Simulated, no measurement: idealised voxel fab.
The following is a process module called voxel capacitor over wiring.
The width of the displayed cross-section, cut, is 230 nm; its cells are square, with a size of 5 nm.
Cross-sections here: square-cell grids, written as top-down lists of bands, a band being one or more rows of cells.
Band entry format. Leading values: height of top, height of bottom, nm. Remainder: materials in left-to-right order, each with its width in nm. Special words: "full width" on a single material, which then fills the band edge to edge; "air", empty space.
Where do heights start? At 0: under that level the wafer as delivered is made of one material only. And the lowest band has no floor; it just carries on downward, as in "0 down".
Top row gets the first number, bottom row gets the second, and each row in between changes by the same step: that is how a band width like "30 to 40" works.
It should be understood that the words "everything unchanged", when stated for a given step, signify that the cross-section underwent no change in any of its cells during that step.
In "Entrapped voids" the enclosed voids are listed, meaning empty spaces of 8 cells or larger without any opening to the top. The form is width x height at distance, distance from the left edge, units nm.
On each step's line, the part that comes after the settings is the simulator's own comment on the step.
overlay nm, on a step with a mask: how far to the right of its planned place the mask lay; to the left if negative

# Below is the list of planned process steps
- 1: RECEIVE (material Si)
- 2: CONFORMAL_DEP (material SiO2; thk nm 15)
- 3: CONFORMAL_DEP (material SiN; thk nm 5)
- 4: DIRECTIONAL_DEP (material SiO2; thk nm 15)
- 5: MASKED_ETCH (tone open; mask id METAL_1; width nm 20; pitch nm 90; etch materials SiO2; depth nm 15; overlay nm 0)
- 6: MASKED_ETCH (tone open; mask id METAL_1; width nm 20; pitch nm 90; etch materials SiN; depth nm 5; overlay nm 0)
- 7: CONFORMAL_DEP (material TiN; thk nm 5)
- 8: FILL_DEP (material Cu; thk nm 5)
- 9: CMP (height nm 35)
- 10: CONFORMAL_DEP (material SiCN; thk nm 5)
- 11: DIRECTIONAL_DEP (material SiO2; thk nm 15)
- 12: MASKED_ETCH (tone open; mask id PLUG_1; width nm 15; etch materials SiO2; depth nm 15; overlay nm 0)
- 13: MASKED_ETCH (tone open; mask id PLUG_1; width nm 15; etch materials SiCN; depth nm 5; overlay nm 0)
- 14: CONFORMAL_DEP (material TiN; thk nm 5)
- 15: FILL_DEP (material Ru; thk nm 5)
- 16: CMP (height nm 55)
- 17: DIRECTIONAL_DEP (material TiN; thk nm 10)
- 18: DIRECTIONAL_DEP (material HfO2; thk nm 5)
- 19: DIRECTIONAL_DEP (material TiN; thk nm 10)
- 20: MASKED_ETCH (tone cover; mask id UPPER_PLATE; width nm 75; etch materials TiN; depth nm 10; overlay nm 0)
- 21: MASKED_ETCH (tone cover; mask id UPPER_PLATE; width nm 75; etch materials HfO2; depth nm 5; overlay nm 0)
- 22: MASKED_ETCH (tone cover; mask id LOWER_PLATE; width nm 85; etch materials TiN; depth nm 10; overlay nm 0)
- 23: FILL_DEP (material SiO2; thk nm 20)
- 24: CMP (height nm 95)
- 25: PATTERN (tone open; mask id PLUG_2; material resist; width nm 15; thk nm 15; overlay nm 0)
- 26: DIRECTIONAL_ETCH (etch materials SiO2; depth nm 15)
- 27: STRIP (etch materials resist)
- 28: CONFORMAL_DEP (material TiN; thk nm 5)
- 29: FILL_DEP (material W; thk nm 5)
- 30: CMP (height nm 95)
- 31: CONFORMAL_DEP (material SiN; thk nm 5)

# Wafer at receipt (post step 1), cross-section
- 0 down: Si full width
- Entrapped voids: none

# This is how the wafer looks in cross-section once the module is done, given the starting state and plan above and one mistake in carrying the plan out
- 100 to 95: SiN full width
- 95 to 85: SiO2 75 nm / TiN 5 nm / W 5 nm / TiN 5 nm / SiO2 140 nm
- 85 to 80: SiO2 75 nm / TiN 15 nm / SiO2 140 nm
- 80 to 70: SiO2 65 nm / TiN 75 nm / SiO2 90 nm
- 70 to 65: SiO2 65 nm / HfO2 75 nm / SiO2 90 nm
- 65 to 55: SiO2 60 nm / TiN 85 nm / SiO2 85 nm
- 55 to 45: Ru 60 nm / TiN 5 nm / SiO2 15 nm / TiN 5 nm / Ru 145 nm
- 45 to 40: TiN 65 nm / SiO2 15 nm / TiN 150 nm
- 40 to 35: SiCN full width
- 35 to 20: SiO2 60 nm / TiN 5 nm / Cu 10 nm / TiN 5 nm / SiO2 70 nm / TiN 5 nm / Cu 10 nm / TiN 5 nm / SiO2 60 nm
- 20 to 15: SiN 60 nm / TiN 20 nm / SiN 70 nm / TiN 20 nm / SiN 60 nm
- 15 to 0: SiO2 full width
- 0 down: Si full width
- Entrapped voids: none
It is concluded that the wafer was processed incorrectly with respect to the plan, in that step 12 did not use the planned setting and instead ran as MASKED_ETCH (tone cover; mask id PLUG_1; width nm 15; etch materials SiO2; depth nm 15; overlay nm 0)
